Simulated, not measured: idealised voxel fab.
This section sets out a process module, namely voxel ribs on slabs.
Cross-section cut: width 145 nm, square cells of 5 nm.
The cross-sections in this document take the form of a grid made of square cells. They are written out as bands, in order from top to bottom. Each band consists of one or more rows of cells.
Within each band entry, the heights of the top and of the bottom of the band appear first, in that order and in nm; the materials of the band then follow from left to right, each with its corresponding width in nm. The designation "everywhere" on a single material indicates that it fills the band from edge to edge; the designation "empty" indicates empty space.
Height datum 0, below which the as-received substrate wafer is one material. Lowest band open at the bottom, running downward: "0 and below".
So if you see something like "30->40" for the width, read it as the top row of the band sitting at the first number and the bottom row at the second, with every row in between moving by the same amount as the last.
No cell of the cross-section changed in a step that is given as "remained the same".
Voids not open to the top, 8 cells minimum: see "Trapped voids". Written width x height at distance; distance is from the left edge; nm.
Read whatever lies past the settings on a step's line as the simulator's own remark about the step.
overlay nm: mask offset rightward from planned place, masked step; negative means leftward offset.

### Here's what the planned process steps look like
- 1: RECEIVE [material Si]
- 2: DIRECTIONAL_DEP [material SiO2] [thk nm 20]
- 3: DIRECTIONAL_DEP [material polySi] [thk nm 20]
- 4: DIRECTIONAL_DEP [material aC] [thk nm 15]
- 5: PATTERN [tone cover] [mask id RIB] [material resist] [width nm 15] [thk nm 35] [overlay nm 0]
- 6: DIRECTIONAL_ETCH [etch materials aC] [depth nm 15]
- 7: STRIP [etch materials resist]
- 8: DIRECTIONAL_ETCH [etch materials polySi] [depth nm 15]
- 9: STRIP [etch materials aC]
- 10: PATTERN [tone cover] [mask id SLAB] [material resist] [width nm 65] [thk nm 20] [overlay nm 0]
- 11: DIRECTIONAL_ETCH [etch materials polySi] [depth nm 5]
- 12: STRIP [etch materials resist]
- 13: FILL_DEP [material SiO2] [thk nm 20]
- 14: CMP [height nm 50]
- 15: DIRECTIONAL_DEP [material W] [thk nm 5]
- 16: MASKED_ETCH [tone cover] [mask id HEATER] [width nm 25] [etch materials W] [depth nm 5] [overlay nm 0]
- 17: CONFORMAL_DEP [material SiN] [thk nm 5]

### The first wafer of two, processed as planned

### Cross-section: wafer on arrival = after step 1
	0 and below: Si everywhere
	Trapped voids: none

### The wafer in cross-section once step 2 is complete
	20 down to 0: SiO2 everywhere
	Below 0 it's all the same as before, nothing changed down there.

### The wafer in cross-section once step 3 is complete
	40 down to 20: polySi everywhere
	Below 20 it's all the same as before, nothing changed down there.

### The wafer in cross-section once step 4 is complete
	55 down to 40: aC everywhere
	Below 40 it's all the same as before, nothing changed down there.

### The wafer in cross-section once step 5 is complete
	90 down to 55: 65 nm empty, 15 nm resist, 65 nm empty
	Below 55 it's all the same as before, nothing changed down there.

### The wafer in cross-section once step 6 is complete
	75 down to 55: 65 nm empty, 15 nm resist, 65 nm empty
	55 down to 40: 65 nm empty, 15 nm aC, 65 nm empty
	Below 40 it's all the same as before, nothing changed down there.

### The wafer in cross-section once step 7 is complete
	55 down to 40: 65 nm empty, 15 nm aC, 65 nm empty
	Below 40 it's all the same as before, nothing changed down there.

### The wafer in cross-section once step 8 is complete
	55 down to 40: 65 nm empty, 15 nm aC, 65 nm empty
	40 down to 25: 65 nm empty, 15 nm polySi, 65 nm empty
	Below 25 it's all the same as before, nothing changed down there.

### The wafer in cross-section once step 9 is complete
	40 down to 25: 65 nm empty, 15 nm polySi, 65 nm empty
	Below 25 it's all the same as before, nothing changed down there.

### The wafer in cross-section once step 10 is complete
	60 down to 40: 40 nm empty, 65 nm resist, 40 nm empty
	40 down to 25: 40 nm empty, 25 nm resist, 15 nm polySi, 25 nm resist, 40 nm empty
	Below 25 it's all the same as before, nothing changed down there.

### The wafer in cross-section once step 11 is complete
	60 down to 40: 40 nm empty, 65 nm resist, 40 nm empty
	40 down to 25: 40 nm empty, 25 nm resist, 15 nm polySi, 25 nm resist, 40 nm empty
	25 down to 20: 40 nm empty, 65 nm polySi, 40 nm empty
	Below 20 it's all the same as before, nothing changed down there.

### The wafer in cross-section once step 12 is complete
	40 down to 25: 65 nm empty, 15 nm polySi, 65 nm empty
	Below 25 it's all the same as before, nothing changed down there.

### The wafer in cross-section once step 13 is complete
	60 down to 40: SiO2 everywhere
	40 down to 25: 65 nm SiO2, 15 nm polySi, 65 nm SiO2
	25 down to 20: 40 nm SiO2, 65 nm polySi, 40 nm SiO2
	Below 20 it's all the same as before, nothing changed down there.

### The wafer in cross-section once step 14 is complete
	50 down to 40: SiO2 everywhere
	Below 40 it's all the same as before, nothing changed down there.

### The wafer in cross-section once step 15 is complete
	55 down to 50: W everywhere
	Below 50 it's all the same as before, nothing changed down there.

### The wafer in cross-section once step 16 is complete
	55 down to 50: 60 nm empty, 25 nm W, 60 nm empty
	Below 50 it's all the same as before, nothing changed down there.

### The wafer in cross-section once step 17 is complete
	60 down to 55: 55 nm empty, 35 nm SiN, 55 nm empty
	55 down to 50: 60 nm SiN, 25 nm W, 60 nm SiN
	Below 50 it's all the same as before, nothing changed down there.

### The second wafer began exactly as the first did and followed the same plan, but one mistake was made while running it; through step 9 inclusive, the two wafers are identical

### The second wafer cut through, at the time step 10 was supposed to be finished
	60 down to 40: 35 nm empty, 75 nm resist, 35 nm empty
	40 down to 25: 35 nm empty, 30 nm resist, 15 nm polySi, 30 nm resist, 35 nm empty
	Below 25 it's all the same as before, nothing changed down there.

### The second wafer cut through, at the time step 11 was supposed to be finished
	60 down to 40: 35 nm empty, 75 nm resist, 35 nm empty
	40 down to 25: 35 nm empty, 30 nm resist, 15 nm polySi, 30 nm resist, 35 nm empty
	25 down to 20: 35 nm empty, 75 nm polySi, 35 nm empty
	Below 20 it's all the same as before, nothing changed down there.

### The second wafer cut through, at the time step 12 was supposed to be finished
	40 down to 25: 65 nm empty, 15 nm polySi, 65 nm empty
	Below 25 it's all the same as before, nothing changed down there.

### The second wafer cut through, at the time step 13 was supposed to be finished
	60 down to 40: SiO2 everywhere
	40 down to 25: 65 nm SiO2, 15 nm polySi, 65 nm SiO2
	25 down to 20: 35 nm SiO2, 75 nm polySi, 35 nm SiO2
	Below 20 it's all the same as before, nothing changed down there.

### The second wafer cut through, at the time step 14 was supposed to be finished
	50 down to 40: SiO2 everywhere
	Below 40 it's all the same as before, nothing changed down there.

### The second wafer cut through, at the time step 15 was supposed to be finished
	55 down to 50: W everywhere
	Below 50 it's all the same as before, nothing changed down there.

### The second wafer cut through, at the time step 16 was supposed to be finished
	55 down to 50: 60 nm empty, 25 nm W, 60 nm empty
	Below 50 it's all the same as before, nothing changed down there.

### The second wafer cut through, at the time step 17 was supposed to be finished
	60 down to 55: 55 nm empty, 35 nm SiN, 55 nm empty
	55 down to 50: 60 nm SiN, 25 nm W, 60 nm SiN
	Below 50 it's all the same as before, nothing changed down there.
What was done differently from what was planned? step 10 ran differently from the plan; actual operation with settings: PATTERN [tone cover] [mask id SLAB] [material resist] [width nm 75] [thk nm 20] [overlay nm 0]
Once processing is complete, comparing cell counts shows that the second wafer has more or fewer of certain materials than the first: -2 SiO2 | +2 polySi
